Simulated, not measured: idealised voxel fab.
Process module name: voxel gate over fins
FYI the section here is cut, 235 nm wide, cells are 5 nm squares.
If you're reading a cross-section in this doc, picture square cells in a grid; it comes to you as bands, top ones listed first down to the bottom, and a band can be one or more rows of cells.
For a band, the entry starts with two heights in nm, that of the top and then that of the bottom, and carries on with the band's materials in order from left to right, each alongside its width in nm; the word "full width" beside a single material means it fills the band edge to edge, and "air" means empty space.
The reference from which all heights are counted is 0, the level beneath which the as-received wafer is entirely one material; the lowest band, having no lower bound, proceeds downward and is written after the example "z 0 and below".
So if you see something like "30->40" for the width, read it as the top row of the band sitting at the first number and the bottom row at the second, with every row in between moving by the same amount as the last.
Step marked "everything unchanged"? Then no cell in the cross-section changed in it.
For the entry "Cavities, sealed", the listed items are empty spaces with no open way to the top whose size is 8 cells or more; each item follows the pattern width x height at distance, where distance is from the left edge and all three are in nm.
The remark found on a step's line after its settings is issued by the simulator itself and pertains to that step.
Among the settings permitted on a step's line is "overlay nm"; applied to a step with a mask, it specifies the extent to which the mask lay to the right of its planned position, whereas a negative figure signifies a position to the left.
The following list gives the planned process steps
1,RECEIVE | material Si
2,CONFORMAL_DEP | material SiN | thk nm 10
3,DIRECTIONAL_DEP | material aC | thk nm 15
4,PATTERN | tone cover | mask id FINS | material resist | width nm 15 | pitch nm 45 | thk nm 35 | overlay nm 0
5,DIRECTIONAL_ETCH | etch materials aC | depth nm 15
6,STRIP | etch materials resist
7,DIRECTIONAL_ETCH | etch materials SiN | depth nm 10
8,DIRECTIONAL_ETCH | etch materials Si | depth nm 40
9,STRIP | etch materials aC
10,OXIDIZE | depth nm 5
11,FILL_DEP | material SiO2 | thk nm 5
12,CMP | height nm 10
13,SELECTIVE_ETCH | etch materials SiO2 | depth nm 20
14,STRIP | etch materials SiN
15,CONFORMAL_DEP | material HfO2 | thk nm 5
16,CONFORMAL_DEP | material TiN | thk nm 5
17,FILL_DEP | material W | thk nm 10
18,CMP | height nm 15
19,CONFORMAL_DEP | material SiN | thk nm 10
Incoming wafer in cross-section (state: after step 1)
    z 0 and below = Si full width
    Cavities, sealed: none
What the wafer looks like in cross-section after this module, when it starts as shown above and follows the plan above but one mistake is made in running it
    z 25 to 15 = SiN full width
    z 15 to 10 = W full width
    z 10 to 5 = W=75 | TiN=35 | W=10 | TiN=35 | W=80
    z 5 to 0 = W=75 | TiN=5 | HfO2=25 | TiN=5 | W=10 | TiN=5 | HfO2=25 | TiN=5 | W=80
    z 0 to -5 = TiN=80 | HfO2=5 | Si=15 | HfO2=5 | TiN=20 | HfO2=5 | Si=15 | HfO2=5 | TiN=85
    z -5 to -10 = HfO2=85 | Si=15 | HfO2=30 | Si=15 | HfO2=90
    z -10 to -45 = SiO2=85 | Si=15 | SiO2=30 | Si=15 | SiO2=90
    z -45 and below = Si full width
    Cavities, sealed: none
Against the plan, the run slipped here: planned and actual differ for step 4; actual: PATTERN | tone cover | mask id FINS | material resist | width nm 25 | pitch nm 45 | thk nm 35 | overlay nm 0
